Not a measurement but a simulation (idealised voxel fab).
voxel gate over fins: a process module
Each square cell in cross-section cut measures 5 nm, and the section as a whole is 245 nm wide.
Cross-section, as written here: a square-cell grid given band by band from the top down, where a band holds one or more rows of cells. Band entry format. Leading values: height of top, height of bottom, nm. Remainder: materials in left-to-right order, each with its width in nm. Special words: "edge to edge" on a single material, which then fills the band edge to edge; "empty", empty space. It should be noted that heights are counted from 0, beneath which the wafer as supplied is of one material throughout, and that the lowest band possesses no lower boundary but continues downward, as written in "0 and below". You'd read "30->40" like this: the band's top row of cells is as wide as the first number, its bottom row is as wide as the second, and going down, every row changes width by the same amount as the row before did. "nothing altered" after a step means that no cell of the cross-section changed. If an empty space has no open way to the top and is at least 8 cells in size, "Closed void list" lists it, written width x height at distance, where distance is measured from the left edge and every value is in nm. Where a step's line continues beyond its settings, the continuation is a remark by the simulator itself on that step. You can add "overlay nm" to a step's line. For a step with a mask, it describes how far the mask lay to the right of its planned position, and a negative number describes a lay to the left.

### These are the steps we planned for the process
1,RECEIVE [material Si]
2,CONFORMAL_DEP [material SiN] [thk nm 5]
3,PATTERN [tone cover] [mask id FINS] [material resist] [width nm 15] [pitch nm 45] [thk nm 20] [overlay nm -15]
4,DIRECTIONAL_ETCH [etch materials SiN] [depth nm 5]
5,DIRECTIONAL_ETCH [etch materials Si] [depth nm 40]
6,STRIP [etch materials resist]
7,FILL_DEP [material SiO2] [thk nm 10]
8,CMP [height nm 5]
9,SELECTIVE_ETCH [etch materials SiO2] [depth nm 20]
10,STRIP [etch materials SiN]
11,CONFORMAL_DEP [material HfO2] [thk nm 5]
12,CONFORMAL_DEP [material TiN] [thk nm 5]
13,CONFORMAL_DEP [material TiAl] [thk nm 5]
14,CONFORMAL_DEP [material TiN] [thk nm 5]
15,FILL_DEP [material W] [thk nm 10]
16,CMP [height nm 25]
17,CONFORMAL_DEP [material SiN] [thk nm 10]
What sets these wafers apart? The overlay nm at step 3. They all start alike, and the plan carries the first wafer's value.

### The as-received cross-section of the first of several wafers corresponds to the state after step 1
    0 and below  Si edge to edge
    Closed void list: none

### Once step 17, the last step, is complete, the module is at its end; this is the cross-section of the first of several wafers
    35 down to 25  SiN edge to edge
    25 down to 20  W edge to edge
    20 down to 15  W 10  TiN 190  W 45
    15 down to 10  W 10  TiN 5  TiAl 180  TiN 5  W 45
    10 down to 5  W 10  TiN 5  TiAl 5  TiN 35  TiAl 10  TiN 35  TiAl 10  TiN 35  TiAl 10  TiN 35  TiAl 5  TiN 5  W 45
    5 down to 0  TiN 15  TiAl 5  TiN 5  HfO2 25  TiN 5  TiAl 10  TiN 5  HfO2 25  TiN 5  TiAl 10  TiN 5  HfO2 25  TiN 5  TiAl 10  TiN 5  HfO2 25  TiN 5  TiAl 5  TiN 50
    0 down to -5  TiAl 20  TiN 5  HfO2 5  Si 15  HfO2 5  TiN 5  TiAl 10  TiN 5  HfO2 5  Si 15  HfO2 5  TiN 5  TiAl 10  TiN 5  HfO2 5  Si 15  HfO2 5  TiN 5  TiAl 10  TiN 5  HfO2 5  Si 15  HfO2 5  TiN 5  TiAl 55
    -5 down to -10  TiN 25  HfO2 5  Si 15  HfO2 5  TiN 20  HfO2 5  Si 15  HfO2 5  TiN 20  HfO2 5  Si 15  HfO2 5  TiN 20  HfO2 5  Si 15  HfO2 5  TiN 60
    -10 down to -15  HfO2 30  Si 15  HfO2 30  Si 15  HfO2 30  Si 15  HfO2 30  Si 15  HfO2 65
    -15 down to -40  SiO2 30  Si 15  SiO2 30  Si 15  SiO2 30  Si 15  SiO2 30  Si 15  SiO2 65
    -40 and below  Si edge to edge
    Closed void list: none

### At the end of the module, the last of several wafers in cross-section
    35 down to 25  SiN edge to edge
    25 down to 20  W edge to edge
    20 down to 15  W 40  TiN 190  W 15
    15 down to 10  W 40  TiN 5  TiAl 180  TiN 5  W 15
    10 down to 5  W 40  TiN 5  TiAl 5  TiN 35  TiAl 10  TiN 35  TiAl 10  TiN 35  TiAl 10  TiN 35  TiAl 5  TiN 5  W 15
    5 down to 0  TiN 45  TiAl 5  TiN 5  HfO2 25  TiN 5  TiAl 10  TiN 5  HfO2 25  TiN 5  TiAl 10  TiN 5  HfO2 25  TiN 5  TiAl 10  TiN 5  HfO2 25  TiN 5  TiAl 5  TiN 20
    0 down to -5  TiAl 50  TiN 5  HfO2 5  Si 15  HfO2 5  TiN 5  TiAl 10  TiN 5  HfO2 5  Si 15  HfO2 5  TiN 5  TiAl 10  TiN 5  HfO2 5  Si 15  HfO2 5  TiN 5  TiAl 10  TiN 5  HfO2 5  Si 15  HfO2 5  TiN 5  TiAl 25
    -5 down to -10  TiN 55  HfO2 5  Si 15  HfO2 5  TiN 20  HfO2 5  Si 15  HfO2 5  TiN 20  HfO2 5  Si 15  HfO2 5  TiN 20  HfO2 5  Si 15  HfO2 5  TiN 30
    -10 down to -15  HfO2 60  Si 15  HfO2 30  Si 15  HfO2 30  Si 15  HfO2 30  Si 15  HfO2 35
    -15 down to -40  SiO2 60  Si 15  SiO2 30  Si 15  SiO2 30  Si 15  SiO2 30  Si 15  SiO2 35
    -40 and below  Si edge to edge
    Closed void list: none

### Basically each wafer gets a line in the table, showing it at the end of the module: material by material, the cells it gained (+) or lost (-) since we got it, then its closed voids
overlay nm -15, +73 HfO2, -296 Si, +98 SiN, +185 SiO2, +73 TiAl, +128 TiN, +82 W, Closed void list: none
overlay nm -10, +73 HfO2, -296 Si, +98 SiN, +185 SiO2, +73 TiAl, +128 TiN, +82 W, Closed void list: none
overlay nm -5, +73 HfO2, -296 Si, +98 SiN, +185 SiO2, +73 TiAl, +128 TiN, +82 W, Closed void list: none
overlay nm 0, +73 HfO2, -296 Si, +98 SiN, +185 SiO2, +73 TiAl, +128 TiN, +82 W, Closed void list: none
overlay nm 5, +73 HfO2, -296 Si, +98 SiN, +185 SiO2, +73 TiAl, +128 TiN, +82 W, Closed void list: none
overlay nm 10, +73 HfO2, -296 Si, +98 SiN, +185 SiO2, +73 TiAl, +128 TiN, +82 W, Closed void list: none
overlay nm 15, +73 HfO2, -296 Si, +98 SiN, +185 SiO2, +73 TiAl, +128 TiN, +82 W, Closed void list: none
